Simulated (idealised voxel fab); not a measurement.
process module | voxel gate over fins
cross-section cut | 155 nm wide | cells 5 nm
A cross-section is a grid of square cells, given in bands from the top down. A band is one or more rows of cells.
Each band's line starts with the height of the band's top and of its bottom, in nm. Then come its materials from left to right, each with its width in nm. One material with "throughout" fills the band from edge to edge. "air" is empty space.
Height 0 is the level under which the wafer as received is all one material. The lowest band goes on downwards, as in "0 down".
A width such as "30 to 40" changes by the same amount from each row of cells to the next, from the band's top row to its bottom row.
"no change" after a step means that no cell of the cross-section changed.
closed voids: empty space of 8 cells or more with no open way to the top, each as width x height at its distance from the left edge, in nm
after a step's settings: what the simulator itself notes on the step
overlay nm, on a step with a mask: how far to the right of its planned place the mask lay; to the left if negative
plan
1 op RECEIVE | material Si
2 op CONFORMAL_DEP | material SiN | thk nm 10
3 op DIRECTIONAL_DEP | material aC | thk nm 10
4 op PATTERN | tone cover | mask id FINS | material resist | width nm 15 | pitch nm 35 | thk nm 30 | overlay nm 0
5 op DIRECTIONAL_ETCH | etch materials aC | depth nm 10
6 op STRIP | etch materials resist
7 op DIRECTIONAL_ETCH | etch materials SiN | depth nm 10
8 op DIRECTIONAL_ETCH | etch materials Si | depth nm 40
9 op STRIP | etch materials aC
10 op FILL_DEP | material SiO2 | thk nm 10
11 op CMP | height nm 10
12 op SELECTIVE_ETCH | etch materials SiO2 | depth nm 25
13 op STRIP | etch materials SiN
14 op CONFORMAL_DEP | material HfO2 | thk nm 5
15 op CONFORMAL_DEP | material TiN | thk nm 5
16 op FILL_DEP | material W | thk nm 10
17 op CMP | height nm 15
18 op CONFORMAL_DEP | material SiN | thk nm 10
first wafer, as planned
as received, after step 1
  0 down: Si throughout
  closed voids: none
after step 2
  10 to 0: SiN throughout
  below 0: unchanged
after step 3
  20 to 10: aC throughout
  below 10: unchanged
after step 4
  50 to 20: air 50 | resist 15 | air 20 | resist 15 | air 55
  below 20: unchanged
after step 5
  40 to 20: air 50 | resist 15 | air 20 | resist 15 | air 55
  20 to 10: air 50 | aC 15 | air 20 | aC 15 | air 55
  below 10: unchanged
after step 6
  20 to 10: air 50 | aC 15 | air 20 | aC 15 | air 55
  below 10: unchanged
after step 7
  20 to 10: air 50 | aC 15 | air 20 | aC 15 | air 55
  10 to 0: air 50 | SiN 15 | air 20 | SiN 15 | air 55
  below 0: unchanged
after step 8
  20 to 10: air 50 | aC 15 | air 20 | aC 15 | air 55
  10 to 0: air 50 | SiN 15 | air 20 | SiN 15 | air 55
  0 to -40: air 50 | Si 15 | air 20 | Si 15 | air 55
  below -40: unchanged
after step 9
  10 to 0: air 50 | SiN 15 | air 20 | SiN 15 | air 55
  below 0: unchanged
after step 10
  20 to 10: SiO2 throughout
  10 to 0: SiO2 50 | SiN 15 | SiO2 20 | SiN 15 | SiO2 55
  0 to -40: SiO2 50 | Si 15 | SiO2 20 | Si 15 | SiO2 55
  below -40: unchanged
after step 11
  10 to 0: SiO2 50 | SiN 15 | SiO2 20 | SiN 15 | SiO2 55
  below 0: unchanged
after step 12
  10 to 0: air 50 | SiN 15 | air 20 | SiN 15 | air 55
  0 to -15: air 50 | Si 15 | air 20 | Si 15 | air 55
  below -15: unchanged
after step 13
  0 to -15: air 50 | Si 15 | air 20 | Si 15 | air 55
  below -15: unchanged
after step 14
  5 to 0: air 45 | HfO2 25 | air 10 | HfO2 25 | air 50
  0 to -10: air 45 | HfO2 5 | Si 15 | HfO2 5 | air 10 | HfO2 5 | Si 15 | HfO2 5 | air 50
  -10 to -15: HfO2 50 | Si 15 | HfO2 20 | Si 15 | HfO2 55
  below -15: unchanged
after step 15
  10 to 5: air 40 | TiN 70 | air 45
  5 to 0: air 40 | TiN 5 | HfO2 25 | TiN 10 | HfO2 25 | TiN 5 | air 45
  0 to -5: air 40 | TiN 5 | HfO2 5 | Si 15 | HfO2 5 | TiN 10 | HfO2 5 | Si 15 | HfO2 5 | TiN 5 | air 45
  -5 to -10: TiN 45 | HfO2 5 | Si 15 | HfO2 5 | TiN 10 | HfO2 5 | Si 15 | HfO2 5 | TiN 50
  below -10: unchanged
after step 16
  20 to 10: W throughout
  10 to 5: W 40 | TiN 70 | W 45
  5 to 0: W 40 | TiN 5 | HfO2 25 | TiN 10 | HfO2 25 | TiN 5 | W 45
  0 to -5: W 40 | TiN 5 | HfO2 5 | Si 15 | HfO2 5 | TiN 10 | HfO2 5 | Si 15 | HfO2 5 | TiN 5 | W 45
  below -5: unchanged
after step 17
  15 to 10: W throughout
  below 10: unchanged
after step 18
  25 to 15: SiN throughout
  below 15: unchanged
second wafer: like start, like plan, one mistake. Through step 3 it matches the first wafer
when step 4 should have ended
  50 to 20: air 50 | resist 20 | air 15 | resist 20 | air 50
  below 20: unchanged
when step 5 should have ended
  40 to 20: air 50 | resist 20 | air 15 | resist 20 | air 50
  20 to 10: air 50 | aC 20 | air 15 | aC 20 | air 50
  below 10: unchanged
when step 6 should have ended
  20 to 10: air 50 | aC 20 | air 15 | aC 20 | air 50
  below 10: unchanged
when step 7 should have ended
  20 to 10: air 50 | aC 20 | air 15 | aC 20 | air 50
  10 to 0: air 50 | SiN 20 | air 15 | SiN 20 | air 50
  below 0: unchanged
when step 8 should have ended
  20 to 10: air 50 | aC 20 | air 15 | aC 20 | air 50
  10 to 0: air 50 | SiN 20 | air 15 | SiN 20 | air 50
  0 to -40: air 50 | Si 20 | air 15 | Si 20 | air 50
  below -40: unchanged
when step 9 should have ended
  10 to 0: air 50 | SiN 20 | air 15 | SiN 20 | air 50
  below 0: unchanged
when step 10 should have ended
  20 to 10: SiO2 throughout
  10 to 0: SiO2 50 | SiN 20 | SiO2 15 | SiN 20 | SiO2 50
  0 to -40: SiO2 50 | Si 20 | SiO2 15 | Si 20 | SiO2 50
  below -40: unchanged
when step 11 should have ended
  10 to 0: SiO2 50 | SiN 20 | SiO2 15 | SiN 20 | SiO2 50
  below 0: unchanged
when step 12 should have ended
  10 to 0: air 50 | SiN 20 | air 15 | SiN 20 | air 50
  0 to -15: air 50 | Si 20 | air 15 | Si 20 | air 50
  below -15: unchanged
when step 13 should have ended
  0 to -15: air 50 | Si 20 | air 15 | Si 20 | air 50
  below -15: unchanged
when step 14 should have ended
  5 to 0: air 45 | HfO2 30 | air 5 | HfO2 30 | air 45
  0 to -10: air 45 | HfO2 5 | Si 20 | HfO2 5 | air 5 | HfO2 5 | Si 20 | HfO2 5 | air 45
  -10 to -15: HfO2 50 | Si 20 | HfO2 15 | Si 20 | HfO2 50
  below -15: unchanged
when step 15 should have ended
  10 to 5: air 40 | TiN 75 | air 40
  5 to 0: air 40 | TiN 5 | HfO2 30 | TiN 5 | HfO2 30 | TiN 5 | air 40
  0 to -5: air 40 | TiN 5 | HfO2 5 | Si 20 | HfO2 5 | TiN 5 | HfO2 5 | Si 20 | HfO2 5 | TiN 5 | air 40
  -5 to -10: TiN 45 | HfO2 5 | Si 20 | HfO2 5 | TiN 5 | HfO2 5 | Si 20 | HfO2 5 | TiN 45
  below -10: unchanged
when step 16 should have ended
  20 to 10: W throughout
  10 to 5: W 40 | TiN 75 | W 40
  5 to 0: W 40 | TiN 5 | HfO2 30 | TiN 5 | HfO2 30 | TiN 5 | W 40
  0 to -5: W 40 | TiN 5 | HfO2 5 | Si 20 | HfO2 5 | TiN 5 | HfO2 5 | Si 20 | HfO2 5 | TiN 5 | W 40
  below -5: unchanged
when step 17 should have ended
  15 to 10: W throughout
  below 10: unchanged
when step 18 should have ended
  25 to 15: SiN throughout
  below 15: unchanged
what went wrong: step 4 ran as: op PATTERN | tone cover | mask id FINS | material resist | width nm 20 | pitch nm 35 | thk nm 30 | overlay nm 0
at the end the second wafer has, in cells: 16 more of Si | 10 fewer of SiO2 | 3 fewer of TiN | 3 fewer of W
